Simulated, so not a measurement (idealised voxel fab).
process module | voxel fin reveal
cross-section cut | 175 nm wide | cells 5 nm
A cross-section is a grid of square cells, given in bands from the top down. A band is one or more rows of cells.
Each band's line starts with the height of the band's top and of its bottom, in nm. Then come its materials from left to right, each with its width in nm. One material with "throughout" fills the band from edge to edge. "air" is empty space.
Height 0 is the level under which the wafer as received is all one material. The lowest band goes on downwards, as in "0 down".
A width such as "30 to 40" changes by the same amount from each row of cells to the next, from the band's top row to its bottom row.
"no change" after a step means that no cell of the cross-section changed.
closed voids: empty space of 8 cells or more with no open way to the top, each as width x height at its distance from the left edge, in nm
after a step's settings: what the simulator itself notes on the step
overlay nm, on a step with a mask: how far to the right of its planned place the mask lay; to the left if negative
plan
1 op RECEIVE | material Si
2 op CONFORMAL_DEP | material SiN | thk nm 5
3 op MASKED_ETCH | tone cover | mask id FINS | width nm 15 | pitch nm 40 | etch materials SiN | depth nm 5 | overlay nm 0
4 op MASKED_ETCH | tone cover | mask id FINS | width nm 15 | pitch nm 40 | etch materials Si | depth nm 35 | overlay nm 0
5 op FILL_DEP | material SiO2 | thk nm 10
6 op CMP | height nm 5
7 op SELECTIVE_ETCH | etch materials SiO2 | depth nm 20
8 op STRIP | etch materials SiN
first wafer, as planned
as received, after step 1
  0 down: Si throughout
  closed voids: none
after step 2
  5 to 0: SiN throughout
  below 0: unchanged
after step 3
  5 to 0: air 40 | SiN 15 | air 25 | SiN 15 | air 25 | SiN 15 | air 40
  below 0: unchanged
after step 4
  5 to 0: air 40 | SiN 15 | air 25 | SiN 15 | air 25 | SiN 15 | air 40
  0 to -35: air 40 | Si 15 | air 25 | Si 15 | air 25 | Si 15 | air 40
  below -35: unchanged
after step 5
  15 to 5: SiO2 throughout
  5 to 0: SiO2 40 | SiN 15 | SiO2 25 | SiN 15 | SiO2 25 | SiN 15 | SiO2 40
  0 to -35: SiO2 40 | Si 15 | SiO2 25 | Si 15 | SiO2 25 | Si 15 | SiO2 40
  below -35: unchanged
after step 6
  5 to 0: SiO2 40 | SiN 15 | SiO2 25 | SiN 15 | SiO2 25 | SiN 15 | SiO2 40
  below 0: unchanged
after step 7
  5 to 0: air 40 | SiN 15 | air 25 | SiN 15 | air 25 | SiN 15 | air 40
  0 to -15: air 40 | Si 15 | air 25 | Si 15 | air 25 | Si 15 | air 40
  below -15: unchanged
after step 8
  0 to -15: air 40 | Si 15 | air 25 | Si 15 | air 25 | Si 15 | air 40
  below -15: unchanged
second wafer: like start, like plan, one mistake. Through step 3 it matches the first wafer
when step 4 should have ended
  5 to 0: air 40 | SiN 15 | air 25 | SiN 15 | air 25 | SiN 15 | air 40
  0 to -45: air 40 | Si 15 | air 25 | Si 15 | air 25 | Si 15 | air 40
  below -45: unchanged
when step 5 should have ended
  15 to 5: SiO2 throughout
  5 to 0: SiO2 40 | SiN 15 | SiO2 25 | SiN 15 | SiO2 25 | SiN 15 | SiO2 40
  0 to -45: SiO2 40 | Si 15 | SiO2 25 | Si 15 | SiO2 25 | Si 15 | SiO2 40
  below -45: unchanged
when step 6 should have ended
  5 to 0: SiO2 40 | SiN 15 | SiO2 25 | SiN 15 | SiO2 25 | SiN 15 | SiO2 40
  below 0: unchanged
when step 7 should have ended
  5 to 0: air 40 | SiN 15 | air 25 | SiN 15 | air 25 | SiN 15 | air 40
  0 to -15: air 40 | Si 15 | air 25 | Si 15 | air 25 | Si 15 | air 40
  below -15: unchanged
when step 8 should have ended
  0 to -15: air 40 | Si 15 | air 25 | Si 15 | air 25 | Si 15 | air 40
  below -15: unchanged
what went wrong: step 4 ran as: op MASKED_ETCH | tone cover | mask id FINS | width nm 15 | pitch nm 40 | etch materials Si | depth nm 45 | overlay nm 0
at the end the second wafer has, in cells: 52 fewer of Si | 52 more of SiO2
